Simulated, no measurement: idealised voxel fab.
Title: Process Module voxel self aligned vias
Each square cell in cross-section cut measures 5 nm, and the section as a whole is 140 nm wide.
Heads up, the way a cross-section reads in here is a grid of square cells, handed over as bands from the top down, with every band being one or more rows of cells.
The band entry comprises the height of the band's top followed by the height of its bottom, expressed in nm, and subsequently the band's materials from left to right, each stated together with its width in nm. Where a single material is marked with the word "throughout", that material fills the band from edge to edge. The word "blank" represents empty space.
Heights are expressed relative to 0, this being the level below which the as-received wafer comprises one material exclusively. The lowest band is unbounded in the downward direction and is denoted as in "z 0 and below".
Think of "30->40" as a width that walks from the first number to the second as you go down the band, top row to bottom row, taking equal-sized steps from row to row.
"no change occurred" means the step left every cell of the cross-section as it was.
Reported under the label "Trapped cavities" are the empty spaces having no open way to the top and comprising 8 cells or more; the notation for each is width x height at distance, in which the distance is measured from the left edge and all three values are in nm.
On a step's line, text after the settings is the simulator commenting on that step.
Regarding "overlay nm": on a step with a mask, it is the distance the mask lay to the right of its planned place; a negative value places it to the left.
**Process steps foreseen in the plan**
| 1 | RECEIVE (material Si) |
| 2 | CONFORMAL_DEP (material SiO2; thk nm 15) |
| 3 | CONFORMAL_DEP (material SiCN; thk nm 5) |
| 4 | DIRECTIONAL_DEP (material SiO2; thk nm 20) |
| 5 | MASKED_ETCH (tone open; mask id LINES; width nm 25; pitch nm 50; etch materials SiO2; depth nm 20; overlay nm 0) |
| 6 | CONFORMAL_DEP (material TiN; thk nm 5) |
| 7 | FILL_DEP (material W; thk nm 10) |
| 8 | CMP (height nm 40) |
| 9 | SELECTIVE_ETCH (etch materials W Ru TiN; depth nm 10) |
| 10 | FILL_DEP (material SiN; thk nm 5) |
| 11 | CMP (height nm 40) |
| 12 | DIRECTIONAL_DEP (material SiO2; thk nm 15) |
| 13 | PATTERN (tone open; mask id VIAS; material resist; width nm 35; thk nm 20; overlay nm 0) |
| 14 | DIRECTIONAL_ETCH (etch materials SiO2; depth nm 15) |
| 15 | DIRECTIONAL_ETCH (etch materials SiN; depth nm 10) |
| 16 | STRIP (etch materials resist) |
| 17 | CONFORMAL_DEP (material TiN; thk nm 5) |
| 18 | FILL_DEP (material Cu; thk nm 10) |
| 19 | CMP (height nm 55) |
| 20 | CONFORMAL_DEP (material SiN; thk nm 5) |
**So this is the incoming wafer in cross-section - it's already been through step 1**
* z 0 and below | Si throughout
* Trapped cavities: none
**Sectioned view, first of two wafers, at the close of the module, processed as intended in the plan**
* z 60 to 55 | SiN throughout
* z 55 to 45 | 25 SiO2 / 5 TiN / 25 Cu / 5 TiN / 80 SiO2
* z 45 to 40 | 25 SiO2 / 10 TiN / 15 Cu / 10 TiN / 80 SiO2
* z 40 to 35 | 30 SiO2 / 5 TiN / 15 Cu / 5 TiN / 25 SiO2 / 25 SiN / 35 SiO2
* z 35 to 30 | 30 SiO2 / 25 TiN / 25 SiO2 / 25 SiN / 35 SiO2
* z 30 to 25 | 30 SiO2 / 5 TiN / 15 W / 5 TiN / 25 SiO2 / 5 TiN / 15 W / 5 TiN / 35 SiO2
* z 25 to 20 | 30 SiO2 / 25 TiN / 25 SiO2 / 25 TiN / 35 SiO2
* z 20 to 15 | SiCN throughout
* z 15 to 0 | SiO2 throughout
* z 0 and below | Si throughout
* Trapped cavities: none
**End of module, second wafer, cross-section. Started like the first, planned like the first, run with one mistake**
* z 60 to 55 | SiN throughout
* z 55 to 45 | 25 SiO2 / 5 TiN / 25 Cu / 5 TiN / 80 SiO2
* z 45 to 40 | 25 SiO2 / 15 TiN / 5 Cu / 15 TiN / 80 SiO2
* z 40 to 35 | 35 SiO2 / 5 TiN / 5 Cu / 5 TiN / 35 SiO2 / 15 SiN / 40 SiO2
* z 35 to 30 | 35 SiO2 / 15 TiN / 35 SiO2 / 15 SiN / 40 SiO2
* z 30 to 25 | 35 SiO2 / 5 TiN / 5 W / 5 TiN / 35 SiO2 / 5 TiN / 5 W / 5 TiN / 40 SiO2
* z 25 to 20 | 35 SiO2 / 15 TiN / 35 SiO2 / 15 TiN / 40 SiO2
* z 20 to 15 | SiCN throughout
* z 15 to 0 | SiO2 throughout
* z 0 and below | Si throughout
* Trapped cavities: none
The plan and the run diverged here: step 5 was not run as planned; what actually ran was MASKED_ETCH (tone open; mask id LINES; width nm 15; pitch nm 50; etch materials SiO2; depth nm 20; overlay nm 0)
Upon completion, the second wafer contains, in terms of cells, a greater or smaller amount of certain materials than the first wafer: -4 Cu, -4 SiN, +16 SiO2, -4 TiN, -4 W
